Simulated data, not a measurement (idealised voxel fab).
A process module follows: voxel transistor to metal.
The figure presents cross-section cut, which has a width of 295 nm and is divided into square cells with an edge length of 5 nm.
A cross-section in this document is a grid of square cells, and it is written down as bands, the top band listed before the ones below it; a band is made up of one or more rows of cells.
Look at the band entry: it leads with the top's height and the bottom's height in nm. Then it lists the materials left to right, with a width in nm for each. The word "everywhere" on a single material says that material fills the band edge to edge. The word "air" is empty space.
Heights from 0 (as-received wafer is one material below). Bottom band endless downward, as "from 0 down".
It should be noted that a width expressed as "30..40" varies in equal increments from row to row of cells within the band, taking the value of the first number at the top row and that of the second number at the bottom row.
Any step labelled "no change occurred" changed none of the cells in the cross-section.
This entry, "closed voids", enumerates those empty regions of no fewer than 8 cells that possess no open connection to the top. Each region is reported in the form width x height at distance, the distance being taken from the left edge, with all three quantities expressed in nm.
Where a step's line continues beyond its settings, the continuation is a remark by the simulator itself on that step.
Steps that use a mask can have "overlay nm" on their line. It says how far the mask sat to the right of where it was meant to be. Negative means to the left.
Before/after cross-section pairs, one process step each; after shown to lowest changed band; step and settings beneath. Pairs may be from different runs of this module on the same starting wafer; a pair continues from the one above only where its "Prior to processing" entry says so.
[Prior to processing]
* from 55 to 50 = 35 nm TiN; 20 nm air; 45 nm TiN; 20 nm air; 50 nm TiN; 20 nm air; 45 nm TiN; 20 nm air; 40 nm TiN
* from 50 to 40 = 30 nm SiO2; 5 nm TiN; 20 nm air; 5 nm TiN; 35 nm SiO2; 5 nm TiN; 20 nm air; 5 nm TiN; 40 nm SiO2; 5 nm TiN; 20 nm air; 5 nm TiN; 35 nm SiO2; 5 nm TiN; 20 nm air; 5 nm TiN; 35 nm SiO2
* from 40 to 35 = 30 nm SiO2; 5 nm TiN; 15 nm air; 10 nm TiN; 35 nm SiO2; 10 nm TiN; 15 nm air; 5 nm TiN; 40 nm SiO2; 5 nm TiN; 15 nm air; 10 nm TiN; 35 nm SiO2; 10 nm TiN; 15 nm air; 5 nm TiN; 35 nm SiO2
* from 35 to 25 = 30 nm SiO2; 5 nm TiN; 15 nm air; 5 nm TiN; 10 nm SiN; 25 nm SiCN; 10 nm SiN; 5 nm TiN; 15 nm air; 5 nm TiN; 40 nm SiO2; 5 nm TiN; 15 nm air; 5 nm TiN; 10 nm SiN; 25 nm SiCN; 10 nm SiN; 5 nm TiN; 15 nm air; 5 nm TiN; 35 nm SiO2
* from 25 to 15 = 30 nm SiO2; 5 nm TiN; 15 nm air; 5 nm TiN; 10 nm SiN; 25 nm polySi; 10 nm SiN; 5 nm TiN; 15 nm air; 5 nm TiN; 40 nm SiO2; 5 nm TiN; 15 nm air; 5 nm TiN; 10 nm SiN; 25 nm polySi; 10 nm SiN; 5 nm TiN; 15 nm air; 5 nm TiN; 35 nm SiO2
* from 15 to 10 = 30 nm SiO2; 25 nm TiN; 10 nm SiN; 25 nm polySi; 10 nm SiN; 25 nm TiN; 40 nm SiO2; 25 nm TiN; 10 nm SiN; 25 nm polySi; 10 nm SiN; 25 nm TiN; 35 nm SiO2
* from 10 to 0 = 30 nm SiO2; 10 nm TiN; 15 nm nSi; 10 nm SiN; 25 nm polySi; 10 nm SiN; 15 nm nSi; 10 nm TiN; 40 nm SiO2; 10 nm TiN; 15 nm nSi; 10 nm SiN; 25 nm polySi; 10 nm SiN; 15 nm nSi; 10 nm TiN; 35 nm SiO2
* from 0 to -5 = 30 nm SiO2; 10 nm TiN; 15 nm nSi; 10 nm SiN; 25 nm SiO2; 10 nm SiN; 15 nm nSi; 10 nm TiN; 40 nm SiO2; 10 nm TiN; 15 nm nSi; 10 nm SiN; 25 nm SiO2; 10 nm SiN; 15 nm nSi; 10 nm TiN; 35 nm SiO2
* from -5 to -10 = 25 nm SiO2; 30 nm nSi; 45 nm Si; 30 nm nSi; 30 nm SiO2; 30 nm nSi; 45 nm Si; 30 nm nSi; 30 nm SiO2
* from -10 to -20 = 30 nm SiO2; 25 nm nSi; 45 nm Si; 25 nm nSi; 40 nm SiO2; 25 nm nSi; 45 nm Si; 25 nm nSi; 35 nm SiO2
* from -20 to -35 = 30 nm SiO2; 95 nm Si; 40 nm SiO2; 95 nm Si; 35 nm SiO2
* from -35 down = Si everywhere
* closed voids: none
[Cross-Section After Step]
* from 60 to 55 = W everywhere
* from 55 to 50 = 35 nm TiN; 20 nm W; 45 nm TiN; 20 nm W; 50 nm TiN; 20 nm W; 45 nm TiN; 20 nm W; 40 nm TiN
* from 50 to 40 = 30 nm SiO2; 5 nm TiN; 20 nm W; 5 nm TiN; 35 nm SiO2; 5 nm TiN; 20 nm W; 5 nm TiN; 40 nm SiO2; 5 nm TiN; 20 nm W; 5 nm TiN; 35 nm SiO2; 5 nm TiN; 20 nm W; 5 nm TiN; 35 nm SiO2
* from 40 to 35 = 30 nm SiO2; 5 nm TiN; 15 nm W; 10 nm TiN; 35 nm SiO2; 10 nm TiN; 15 nm W; 5 nm TiN; 40 nm SiO2; 5 nm TiN; 15 nm W; 10 nm TiN; 35 nm SiO2; 10 nm TiN; 15 nm W; 5 nm TiN; 35 nm SiO2
* from 35 to 25 = 30 nm SiO2; 5 nm TiN; 15 nm W; 5 nm TiN; 10 nm SiN; 25 nm SiCN; 10 nm SiN; 5 nm TiN; 15 nm W; 5 nm TiN; 40 nm SiO2; 5 nm TiN; 15 nm W; 5 nm TiN; 10 nm SiN; 25 nm SiCN; 10 nm SiN; 5 nm TiN; 15 nm W; 5 nm TiN; 35 nm SiO2
* from 25 to 15 = 30 nm SiO2; 5 nm TiN; 15 nm W; 5 nm TiN; 10 nm SiN; 25 nm polySi; 10 nm SiN; 5 nm TiN; 15 nm W; 5 nm TiN; 40 nm SiO2; 5 nm TiN; 15 nm W; 5 nm TiN; 10 nm SiN; 25 nm polySi; 10 nm SiN; 5 nm TiN; 15 nm W; 5 nm TiN; 35 nm SiO2
* Below 15 it's all the same as before, nothing changed down there.
* closed voids: none
Which step turns the before cross-section above into the after cross-section? FILL_DEP, material W, thk nm 5
Prior to processing: look at the pair above, its after cross-section is where this step starts.
[Cross-Section After Step]
* from 50 to 40 = 30 nm SiO2; 5 nm TiN; 20 nm W; 5 nm TiN; 35 nm SiO2; 5 nm TiN; 20 nm W; 5 nm TiN; 40 nm SiO2; 5 nm TiN; 20 nm W; 5 nm TiN; 35 nm SiO2; 5 nm TiN; 20 nm W; 5 nm TiN; 35 nm SiO2
* Below 40 it's all the same as before, nothing changed down there.
* closed voids: none
Which step turns the before cross-section above into the after cross-section? CMP, height nm 50
Prior to processing: look at the pair above, its after cross-section is where this step starts.
[Cross-Section After Step]
* from 55 to 50 = TiN everywhere
* Below 50 it's all the same as before, nothing changed down there.
* closed voids: none
Which step turns the before cross-section above into the after cross-section? DIRECTIONAL_DEP, material TiN, thk nm 5
Prior to processing: look at the pair above, its after cross-section is where this step starts.
[Cross-Section After Step]
* from 75 to 55 = Ru everywhere
* Below 55 it's all the same as before, nothing changed down there.
* closed voids: none
Which step turns the before cross-section above into the after cross-section? DIRECTIONAL_DEP, material Ru, thk nm 20
Prior to processing: look at the pair above, its after cross-section is where this step starts.
[Cross-Section After Step]
* from 95 to 75 = 30 nm air; 20 nm resist; 55 nm air; 20 nm resist; 40 nm air; 20 nm resist; 55 nm air; 20 nm resist; 35 nm air
* Below 75 it's all the same as before, nothing changed down there.
* closed voids: none
Which step turns the before cross-section above into the after cross-section? PATTERN, tone cover, mask id METAL_1, material resist, width nm 20, thk nm 20, overlay nm 0
Prior to processing: look at the pair above, its after cross-section is where this step starts.
[Cross-Section After Step]
* from 95 to 75 = 30 nm air; 20 nm resist; 55 nm air; 20 nm resist; 40 nm air; 20 nm resist; 55 nm air; 20 nm resist; 35 nm air
* from 75 to 55 = 30 nm air; 20 nm Ru; 55 nm air; 20 nm Ru; 40 nm air; 20 nm Ru; 55 nm air; 20 nm Ru; 35 nm air
* Below 55 it's all the same as before, nothing changed down there.
* closed voids: none
Which step turns the before cross-section above into the after cross-section? DIRECTIONAL_ETCH, etch materials Ru, depth nm 20
Prior to processing: look at the pair above, its after cross-section is where this step starts.
[Cross-Section After Step]
* from 95 to 75 = 30 nm air; 20 nm resist; 55 nm air; 20 nm resist; 40 nm air; 20 nm resist; 55 nm air; 20 nm resist; 35 nm air
* from 75 to 55 = 30 nm air; 20 nm Ru; 55 nm air; 20 nm Ru; 40 nm air; 20 nm Ru; 55 nm air; 20 nm Ru; 35 nm air
* from 55 to 50 = 30 nm air; 20 nm TiN; 55 nm air; 20 nm TiN; 40 nm air; 20 nm TiN; 55 nm air; 20 nm TiN; 35 nm air
* Below 50 it's all the same as before, nothing changed down there.
* closed voids: none
Which step turns the before cross-section above into the after cross-section? DIRECTIONAL_ETCH, etch materials TiN, depth nm 5
Prior to processing: look at the pair above, its after cross-section is where this step starts.
[Cross-Section After Step]
* from 75 to 55 = 30 nm air; 20 nm Ru; 55 nm air; 20 nm Ru; 40 nm air; 20 nm Ru; 55 nm air; 20 nm Ru; 35 nm air
* Below 55 it's all the same as before, nothing changed down there.
* closed voids: none
Which step turns the before cross-section above into the after cross-section? STRIP, etch materials resist
Prior to processing: look at the pair above, its after cross-section is where this step starts.
[Cross-Section After Step]
* from 80 to 75 = 25 nm air; 30 nm SiN; 45 nm air; 30 nm SiN; 30 nm air; 30 nm SiN; 45 nm air; 30 nm SiN; 30 nm air
* from 75 to 55 = 25 nm air; 5 nm SiN; 20 nm Ru; 5 nm SiN; 45 nm air; 5 nm SiN; 20 nm Ru; 5 nm SiN; 30 nm air; 5 nm SiN; 20 nm Ru; 5 nm SiN; 45 nm air; 5 nm SiN; 20 nm Ru; 5 nm SiN; 30 nm air
* from 55 to 50 = 30 nm SiN; 20 nm TiN; 55 nm SiN; 20 nm TiN; 40 nm SiN; 20 nm TiN; 55 nm SiN; 20 nm TiN; 35 nm SiN
* Below 50 it's all the same as before, nothing changed down there.
* closed voids: none
Which step turns the before cross-section above into the after cross-section? CONFORMAL_DEP, material SiN, thk nm 5
Prior to processing: look at the pair above, its after cross-section is where this step starts.
[Cross-Section After Step]
* from 85 to 80 = lowk everywhere
* from 80 to 75 = 25 nm lowk; 30 nm SiN; 45 nm lowk; 30 nm SiN; 30 nm lowk; 30 nm SiN; 45 nm lowk; 30 nm SiN; 30 nm lowk
* from 75 to 55 = 25 nm lowk; 5 nm SiN; 20 nm Ru; 5 nm SiN; 45 nm lowk; 5 nm SiN; 20 nm Ru; 5 nm SiN; 30 nm lowk; 5 nm SiN; 20 nm Ru; 5 nm SiN; 45 nm lowk; 5 nm SiN; 20 nm Ru; 5 nm SiN; 30 nm lowk
* Below 55 it's all the same as before, nothing changed down there.
* closed voids: none
Which step turns the before cross-section above into the after cross-section? FILL_DEP, material lowk, thk nm 5
Prior to processing: look at the pair above, its after cross-section is where this step starts.
[Cross-Section After Step]
* from 75 to 55 = 25 nm lowk; 5 nm SiN; 20 nm Ru; 5 nm SiN; 45 nm lowk; 5 nm SiN; 20 nm Ru; 5 nm SiN; 30 nm lowk; 5 nm SiN; 20 nm Ru; 5 nm SiN; 45 nm lowk; 5 nm SiN; 20 nm Ru; 5 nm SiN; 30 nm lowk
* Below 55 it's all the same as before, nothing changed down there.
* closed voids: none
Which step turns the before cross-section above into the after cross-section? CMP, height nm 75
Prior to processing: look at the pair above, its after cross-section is where this step starts.
[Cross-Section After Step]
* from 80 to 75 = SiCN everywhere
* Below 75 it's all the same as before, nothing changed down there.
* closed voids: none
Which step turns the before cross-section above into the after cross-section? CONFORMAL_DEP, material SiCN, thk nm 5
Prior to processing: look at the pair above, its after cross-section is where this step starts.
[Cross-Section After Step]
* from 105 to 80 = lowk everywhere
* Below 80 it's all the same as before, nothing changed down there.
* closed voids: none
Which step turns the before cross-section above into the after cross-section? DIRECTIONAL_DEP, material lowk, thk nm 25
Prior to processing: look at the pair above, its after cross-section is where this step starts.
[Cross-Section After Step]
* from 120 to 105 = aC everywhere
* Below 105 it's all the same as before, nothing changed down there.
* closed voids: none
Which step turns the before cross-section above into the after cross-section? DIRECTIONAL_DEP, material aC, thk nm 15
Prior to processing: look at the pair above, its after cross-section is where this step starts.
[Cross-Section After Step]
* from 155 to 120 = 30 nm resist; 20 nm air; 115 nm resist; 20 nm air; 110 nm resist
* Below 120 it's all the same as before, nothing changed down there.
* closed voids: none
Which step turns the before cross-section above into the after cross-section? PATTERN, tone open, mask id METAL_2, material resist, width nm 20, pitch nm 135, thk nm 35, overlay nm 0
Prior to processing: look at the pair above, its after cross-section is where this step starts.
[Cross-Section After Step]
* from 140 to 120 = 30 nm resist; 20 nm air; 115 nm resist; 20 nm air; 110 nm resist
* from 120 to 105 = 30 nm aC; 20 nm air; 115 nm aC; 20 nm air; 110 nm aC
* Below 105 it's all the same as before, nothing changed down there.
* closed voids: none
Which step turns the before cross-section above into the after cross-section? DIRECTIONAL_ETCH, etch materials aC, depth nm 15
Prior to processing: look at the pair above, its after cross-section is where this step starts.
[Cross-Section After Step]
* from 120 to 105 = 30 nm aC; 20 nm air; 115 nm aC; 20 nm air; 110 nm aC
* Below 105 it's all the same as before, nothing changed down there.
* closed voids: none
Which step turns the before cross-section above into the after cross-section? STRIP, etch materials resist
Prior to processing: look at the pair above, its after cross-section is where this step starts.
[Cross-Section After Step]
* from 120 to 105 = 30 nm aC; 20 nm air; 115 nm aC; 20 nm air; 110 nm aC
* from 105 to 90 = 30 nm lowk; 20 nm air; 115 nm lowk; 20 nm air; 110 nm lowk
* Below 90 it's all the same as before, nothing changed down there.
* closed voids: none
Which step turns the before cross-section above into the after cross-section? DIRECTIONAL_ETCH, etch materials lowk, depth nm 15
Prior to processing: look at the pair above, its after cross-section is where this step starts.
[Cross-Section After Step]
* from 105 to 90 = 30 nm lowk; 20 nm air; 115 nm lowk; 20 nm air; 110 nm lowk
* Below 90 it's all the same as before, nothing changed down there.
* closed voids: none
Which step turns the before cross-section above into the after cross-section? STRIP, etch materials aC
Prior to processing: look at the pair above, its after cross-section is where this step starts.
[Cross-Section After Step]
* from 115 to 105 = 30 nm aC; 20 nm air; 115 nm aC; 20 nm air; 110 nm aC
* from 105 to 100 = 30 nm lowk; 20 nm air; 115 nm lowk; 20 nm air; 110 nm lowk
* from 100 to 90 = 30 nm lowk; 20 nm aC; 115 nm lowk; 20 nm aC; 110 nm lowk
* Below 90 it's all the same as before, nothing changed down there.
* closed voids: none
Which step turns the before cross-section above into the after cross-section? DIRECTIONAL_DEP, material aC, thk nm 10
Prior to processing: look at the pair above, its after cross-section is where this step starts.
[Cross-Section After Step]
* from 140 to 115 = 30 nm resist; 15 nm air; 120 nm resist; 15 nm air; 115 nm resist
* from 115 to 105 = 30 nm aC; 15 nm air; 5 nm resist; 115 nm aC; 15 nm air; 5 nm resist; 110 nm aC
* from 105 to 100 = 30 nm lowk; 15 nm air; 5 nm resist; 115 nm lowk; 15 nm air; 5 nm resist; 110 nm lowk
* Below 100 it's all the same as before, nothing changed down there.
* closed voids: none
Which step turns the before cross-section above into the after cross-section? PATTERN, tone open, mask id METAL_2_HOLES, material resist, width nm 15, pitch nm 135, thk nm 25, overlay nm 0
Prior to processing: look at the pair above, its after cross-section is where this step starts.
[Cross-Section After Step]
* from 130 to 115 = 30 nm resist; 15 nm air; 120 nm resist; 15 nm air; 115 nm resist
* from 115 to 105 = 30 nm aC; 15 nm air; 5 nm resist; 115 nm aC; 15 nm air; 5 nm resist; 110 nm aC
* from 105 to 100 = 30 nm lowk; 15 nm air; 5 nm resist; 115 nm lowk; 15 nm air; 5 nm resist; 110 nm lowk
* from 100 to 90 = 30 nm lowk; 15 nm air; 5 nm aC; 115 nm lowk; 15 nm air; 5 nm aC; 110 nm lowk
* Below 90 it's all the same as before, nothing changed down there.
* closed voids: none
Which step turns the before cross-section above into the after cross-section? DIRECTIONAL_ETCH, etch materials aC, depth nm 10
Prior to processing: look at the pair above, its after cross-section is where this step starts.
[Cross-Section After Step]
* from 115 to 105 = 30 nm aC; 20 nm air; 115 nm aC; 20 nm air; 110 nm aC
* from 105 to 100 = 30 nm lowk; 20 nm air; 115 nm lowk; 20 nm air; 110 nm lowk
* Below 100 it's all the same as before, nothing changed down there.
* closed voids: none
Which step turns the before cross-section above into the after cross-section? STRIP, etch materials resist
Prior to processing: look at the pair above, its after cross-section is where this step starts.
[Cross-Section After Step]
* from 115 to 105 = 30 nm aC; 20 nm air; 115 nm aC; 20 nm air; 110 nm aC
* from 105 to 100 = 30 nm lowk; 20 nm air; 115 nm lowk; 20 nm air; 110 nm lowk
* from 100 to 90 = 30 nm lowk; 15 nm air; 5 nm aC; 115 nm lowk; 15 nm air; 5 nm aC; 110 nm lowk
* from 90 to 80 = 30 nm lowk; 15 nm air; 120 nm lowk; 15 nm air; 115 nm lowk
* Below 80 it's all the same as before, nothing changed down there.
* closed voids: none
Which step turns the before cross-section above into the after cross-section? DIRECTIONAL_ETCH, etch materials lowk, depth nm 10
Prior to processing: look at the pair above, its after cross-section is where this step starts.
[Cross-Section After Step]
* from 115 to 105 = 30 nm aC; 20 nm air; 115 nm aC; 20 nm air; 110 nm aC
* from 105 to 100 = 30 nm lowk; 20 nm air; 115 nm lowk; 20 nm air; 110 nm lowk
* from 100 to 90 = 30 nm lowk; 15 nm air; 5 nm aC; 115 nm lowk; 15 nm air; 5 nm aC; 110 nm lowk
* from 90 to 80 = 30 nm lowk; 15 nm air; 120 nm lowk; 15 nm air; 115 nm lowk
* from 80 to 75 = 30 nm SiCN; 15 nm air; 120 nm SiCN; 15 nm air; 115 nm SiCN
* Below 75 it's all the same as before, nothing changed down there.
* closed voids: none
Which step turns the before cross-section above into the after cross-section? DIRECTIONAL_ETCH, etch materials SiCN, depth nm 5
Prior to processing: look at the pair above, its after cross-section is where this step starts.
[Cross-Section After Step]
* from 105 to 90 = 30 nm lowk; 20 nm air; 115 nm lowk; 20 nm air; 110 nm lowk
* Below 90 it's all the same as before, nothing changed down there.
* closed voids: none
Which step turns the before cross-section above into the after cross-section? STRIP, etch materials aC
Prior to processing: look at the pair above, its after cross-section is where this step starts.
[Cross-Section After Step]
* from 110 to 105 = 35 nm TiN; 10 nm air; 125 nm TiN; 10 nm air; 115 nm TiN
* from 105 to 95 = 30 nm lowk; 5 nm TiN; 10 nm air; 5 nm TiN; 115 nm lowk; 5 nm TiN; 10 nm air; 5 nm TiN; 110 nm lowk
* from 95 to 90 = 30 nm lowk; 5 nm TiN; 5 nm air; 10 nm TiN; 115 nm lowk; 5 nm TiN; 5 nm air; 10 nm TiN; 110 nm lowk
* from 90 to 80 = 30 nm lowk; 5 nm TiN; 5 nm air; 5 nm TiN; 120 nm lowk; 5 nm TiN; 5 nm air; 5 nm TiN; 115 nm lowk
* from 80 to 75 = 30 nm SiCN; 15 nm TiN; 120 nm SiCN; 15 nm TiN; 115 nm SiCN
* Below 75 it's all the same as before, nothing changed down there.
* closed voids: none
Which step turns the before cross-section above into the after cross-section? CONFORMAL_DEP, material TiN, thk nm 5
Prior to processing: look at the pair above, its after cross-section is where this step starts.
[Cross-Section After Step]
* from 115 to 110 = Cu everywhere
* from 110 to 105 = 35 nm TiN; 10 nm Cu; 125 nm TiN; 10 nm Cu; 115 nm TiN
* from 105 to 95 = 30 nm lowk; 5 nm TiN; 10 nm Cu; 5 nm TiN; 115 nm lowk; 5 nm TiN; 10 nm Cu; 5 nm TiN; 110 nm lowk
* from 95 to 90 = 30 nm lowk; 5 nm TiN; 5 nm Cu; 10 nm TiN; 115 nm lowk; 5 nm TiN; 5 nm Cu; 10 nm TiN; 110 nm lowk
* from 90 to 80 = 30 nm lowk; 5 nm TiN; 5 nm Cu; 5 nm TiN; 120 nm lowk; 5 nm TiN; 5 nm Cu; 5 nm TiN; 115 nm lowk
* Below 80 it's all the same as before, nothing changed down there.
* closed voids: none
Which step turns the before cross-section above into the after cross-section? FILL_DEP, material Cu, thk nm 5
Prior to processing: look at the pair above, its after cross-section is where this step starts.
[Cross-Section After Step]
* from 105 to 95 = 30 nm lowk; 5 nm TiN; 10 nm Cu; 5 nm TiN; 115 nm lowk; 5 nm TiN; 10 nm Cu; 5 nm TiN; 110 nm lowk
* Below 95 it's all the same as before, nothing changed down there.
* closed voids: none
Which step turns the before cross-section above into the after cross-section? CMP, height nm 105
Prior to processing: look at the pair above, its after cross-section is where this step starts.
[Cross-Section After Step]
* from 110 to 105 = SiCN everywhere
* Below 105 it's all the same as before, nothing changed down there.
* closed voids: none
Which step turns the before cross-section above into the after cross-section? CONFORMAL_DEP, material SiCN, thk nm 5
[Prior to processing]
* from 50 to 35 = SiO2 everywhere
* from 35 to 25 = 50 nm SiO2; 10 nm SiN; 5 nm SiO2; 25 nm SiCN; 5 nm SiO2; 10 nm SiN; 80 nm SiO2; 10 nm SiN; 5 nm SiO2; 25 nm SiCN; 5 nm SiO2; 10 nm SiN; 55 nm SiO2
* from 25 to 10 = 50 nm SiO2; 10 nm SiN; 5 nm SiO2; 25 nm polySi; 5 nm SiO2; 10 nm SiN; 80 nm SiO2; 10 nm SiN; 5 nm SiO2; 25 nm polySi; 5 nm SiO2; 10 nm SiN; 55 nm SiO2
* from 10 to 0 = 35 nm SiO2; 15 nm nSi; 10 nm SiN; 5 nm SiO2; 25 nm polySi; 5 nm SiO2; 10 nm SiN; 15 nm nSi; 50 nm SiO2; 15 nm nSi; 10 nm SiN; 5 nm SiO2; 25 nm polySi; 5 nm SiO2; 10 nm SiN; 15 nm nSi; 40 nm SiO2
* from 0 to -5 = 35 nm SiO2; 15 nm nSi; 55 nm SiO2; 15 nm nSi; 50 nm SiO2; 15 nm nSi; 55 nm SiO2; 15 nm nSi; 40 nm SiO2
* from -5 to -20 = 30 nm SiO2; 20 nm nSi; 55 nm Si; 20 nm nSi; 40 nm SiO2; 20 nm nSi; 55 nm Si; 20 nm nSi; 35 nm SiO2
* from -20 to -35 = 30 nm SiO2; 95 nm Si; 40 nm SiO2; 95 nm Si; 35 nm SiO2
* from -35 down = Si everywhere
* closed voids: none
[Cross-Section After Step]
* from 65 to 35 = SiO2 everywhere
* Below 35 it's all the same as before, nothing changed down there.
* closed voids: none
Which step turns the before cross-section above into the after cross-section? DIRECTIONAL_DEP, material SiO2, thk nm 15
Prior to processing: look at the pair above, its after cross-section is where this step starts.
[Cross-Section After Step]
* from 80 to 65 = aC everywhere
* Below 65 it's all the same as before, nothing changed down there.
* closed voids: none
Which step turns the before cross-section above into the after cross-section? DIRECTIONAL_DEP, material aC, thk nm 15
Prior to processing: look at the pair above, its after cross-section is where this step starts.
[Cross-Section After Step]
* from 110 to 80 = 30 nm resist; 30 nm air; 35 nm resist; 30 nm air; 40 nm resist; 30 nm air; 35 nm resist; 30 nm air; 35 nm resist
* Below 80 it's all the same as before, nothing changed down there.
* closed voids: none
Which step turns the before cross-section above into the after cross-section? PATTERN, tone open, mask id CONTACT, material resist, width nm 30, thk nm 30, overlay nm 0
Prior to processing: look at the pair above, its after cross-section is where this step starts.
[Cross-Section After Step]
* from 95 to 80 = 30 nm resist; 30 nm air; 35 nm resist; 30 nm air; 40 nm resist; 30 nm air; 35 nm resist; 30 nm air; 35 nm resist
* from 80 to 65 = 30 nm aC; 30 nm air; 35 nm aC; 30 nm air; 40 nm aC; 30 nm air; 35 nm aC; 30 nm air; 35 nm aC
* Below 65 it's all the same as before, nothing changed down there.
* closed voids: none
Which step turns the before cross-section above into the after cross-section? DIRECTIONAL_ETCH, etch materials aC, depth nm 15
Prior to processing: look at the pair above, its after cross-section is where this step starts.
[Cross-Section After Step]
* from 80 to 65 = 30 nm aC; 30 nm air; 35 nm aC; 30 nm air; 40 nm aC; 30 nm air; 35 nm aC; 30 nm air; 35 nm aC
* Below 65 it's all the same as before, nothing changed down there.
* closed voids: none
Which step turns the before cross-section above into the after cross-section? STRIP, etch materials resist
Prior to processing: look at the pair above, its after cross-section is where this step starts.
[Cross-Section After Step]
* from 80 to 65 = 30 nm aC; 30 nm air; 35 nm aC; 30 nm air; 40 nm aC; 30 nm air; 35 nm aC; 30 nm air; 35 nm aC
* from 65 to 35 = 30 nm SiO2; 30 nm air; 35 nm SiO2; 30 nm air; 40 nm SiO2; 30 nm air; 35 nm SiO2; 30 nm air; 35 nm SiO2
* from 35 to 25 = 30 nm SiO2; 20 nm air; 10 nm SiN; 5 nm SiO2; 25 nm SiCN; 5 nm SiO2; 10 nm SiN; 20 nm air; 40 nm SiO2; 20 nm air; 10 nm SiN; 5 nm SiO2; 25 nm SiCN; 5 nm SiO2; 10 nm SiN; 20 nm air; 35 nm SiO2
* from 25 to 10 = 30 nm SiO2; 20 nm air; 10 nm SiN; 5 nm SiO2; 25 nm polySi; 5 nm SiO2; 10 nm SiN; 20 nm air; 40 nm SiO2; 20 nm air; 10 nm SiN; 5 nm SiO2; 25 nm polySi; 5 nm SiO2; 10 nm SiN; 20 nm air; 35 nm SiO2
* Below 10 it's all the same as before, nothing changed down there.
* closed voids: none
Which step turns the before cross-section above into the after cross-section? DIRECTIONAL_ETCH, etch materials SiO2, depth nm 55
Prior to processing: look at the pair above, its after cross-section is where this step starts.
[Cross-Section After Step]
* from 65 to 35 = 30 nm SiO2; 30 nm air; 35 nm SiO2; 30 nm air; 40 nm SiO2; 30 nm air; 35 nm SiO2; 30 nm air; 35 nm SiO2
* Below 35 it's all the same as before, nothing changed down there.
* closed voids: none
Which step turns the before cross-section above into the after cross-section? STRIP, etch materials aC
Prior to processing: look at the pair above, its after cross-section is where this step starts.
[Cross-Section After Step]
* from 70 to 65 = 35 nm TiN; 20 nm air; 45 nm TiN; 20 nm air; 50 nm TiN; 20 nm air; 45 nm TiN; 20 nm air; 40 nm TiN
* from 65 to 40 = 30 nm SiO2; 5 nm TiN; 20 nm air; 5 nm TiN; 35 nm SiO2; 5 nm TiN; 20 nm air; 5 nm TiN; 40 nm SiO2; 5 nm TiN; 20 nm air; 5 nm TiN; 35 nm SiO2; 5 nm TiN; 20 nm air; 5 nm TiN; 35 nm SiO2
* from 40 to 35 = 30 nm SiO2; 5 nm TiN; 10 nm air; 15 nm TiN; 35 nm SiO2; 15 nm TiN; 10 nm air; 5 nm TiN; 40 nm SiO2; 5 nm TiN; 10 nm air; 15 nm TiN; 35 nm SiO2; 15 nm TiN; 10 nm air; 5 nm TiN; 35 nm SiO2
* from 35 to 25 = 30 nm SiO2; 5 nm TiN; 10 nm air; 5 nm TiN; 10 nm SiN; 5 nm SiO2; 25 nm SiCN; 5 nm SiO2; 10 nm SiN; 5 nm TiN; 10 nm air; 5 nm TiN; 40 nm SiO2; 5 nm TiN; 10 nm air; 5 nm TiN; 10 nm SiN; 5 nm SiO2; 25 nm SiCN; 5 nm SiO2; 10 nm SiN; 5 nm TiN; 10 nm air; 5 nm TiN; 35 nm SiO2
* from 25 to 15 = 30 nm SiO2; 5 nm TiN; 10 nm air; 5 nm TiN; 10 nm SiN; 5 nm SiO2; 25 nm polySi; 5 nm SiO2; 10 nm SiN; 5 nm TiN; 10 nm air; 5 nm TiN; 40 nm SiO2; 5 nm TiN; 10 nm air; 5 nm TiN; 10 nm SiN; 5 nm SiO2; 25 nm polySi; 5 nm SiO2; 10 nm SiN; 5 nm TiN; 10 nm air; 5 nm TiN; 35 nm SiO2
* from 15 to 10 = 30 nm SiO2; 20 nm TiN; 10 nm SiN; 5 nm SiO2; 25 nm polySi; 5 nm SiO2; 10 nm SiN; 20 nm TiN; 40 nm SiO2; 20 nm TiN; 10 nm SiN; 5 nm SiO2; 25 nm polySi; 5 nm SiO2; 10 nm SiN; 20 nm TiN; 35 nm SiO2
* Below 10 it's all the same as before, nothing changed down there.
* closed voids: none
Which step turns the before cross-section above into the after cross-section? CONFORMAL_DEP, material TiN, thk nm 5
Prior to processing: look at the pair above, its after cross-section is where this step starts.
[Cross-Section After Step]
* from 75 to 70 = W everywhere
* from 70 to 65 = 35 nm TiN; 20 nm W; 45 nm TiN; 20 nm W; 50 nm TiN; 20 nm W; 45 nm TiN; 20 nm W; 40 nm TiN
* from 65 to 40 = 30 nm SiO2; 5 nm TiN; 20 nm W; 5 nm TiN; 35 nm SiO2; 5 nm TiN; 20 nm W; 5 nm TiN; 40 nm SiO2; 5 nm TiN; 20 nm W; 5 nm TiN; 35 nm SiO2; 5 nm TiN; 20 nm W; 5 nm TiN; 35 nm SiO2
* from 40 to 35 = 30 nm SiO2; 5 nm TiN; 10 nm W; 15 nm TiN; 35 nm SiO2; 15 nm TiN; 10 nm W; 5 nm TiN; 40 nm SiO2; 5 nm TiN; 10 nm W; 15 nm TiN; 35 nm SiO2; 15 nm TiN; 10 nm W; 5 nm TiN; 35 nm SiO2
* from 35 to 25 = 30 nm SiO2; 5 nm TiN; 10 nm W; 5 nm TiN; 10 nm SiN; 5 nm SiO2; 25 nm SiCN; 5 nm SiO2; 10 nm SiN; 5 nm TiN; 10 nm W; 5 nm TiN; 40 nm SiO2; 5 nm TiN; 10 nm W; 5 nm TiN; 10 nm SiN; 5 nm SiO2; 25 nm SiCN; 5 nm SiO2; 10 nm SiN; 5 nm TiN; 10 nm W; 5 nm TiN; 35 nm SiO2
* from 25 to 15 = 30 nm SiO2; 5 nm TiN; 10 nm W; 5 nm TiN; 10 nm SiN; 5 nm SiO2; 25 nm polySi; 5 nm SiO2; 10 nm SiN; 5 nm TiN; 10 nm W; 5 nm TiN; 40 nm SiO2; 5 nm TiN; 10 nm W; 5 nm TiN; 10 nm SiN; 5 nm SiO2; 25 nm polySi; 5 nm SiO2; 10 nm SiN; 5 nm TiN; 10 nm W; 5 nm TiN; 35 nm SiO2
* Below 15 it's all the same as before, nothing changed down there.
* closed voids: none
Which step turns the before cross-section above into the after cross-section? FILL_DEP, material W, thk nm 5
Prior to processing: look at the pair above, its after cross-section is where this step starts.
[Cross-Section After Step]
* from 50 to 40 = 30 nm SiO2; 5 nm TiN; 20 nm W; 5 nm TiN; 35 nm SiO2; 5 nm TiN; 20 nm W; 5 nm TiN; 40 nm SiO2; 5 nm TiN; 20 nm W; 5 nm TiN; 35 nm SiO2; 5 nm TiN; 20 nm W; 5 nm TiN; 35 nm SiO2
* Below 40 it's all the same as before, nothing changed down there.
* closed voids: none
Which step turns the before cross-section above into the after cross-section? CMP, height nm 50
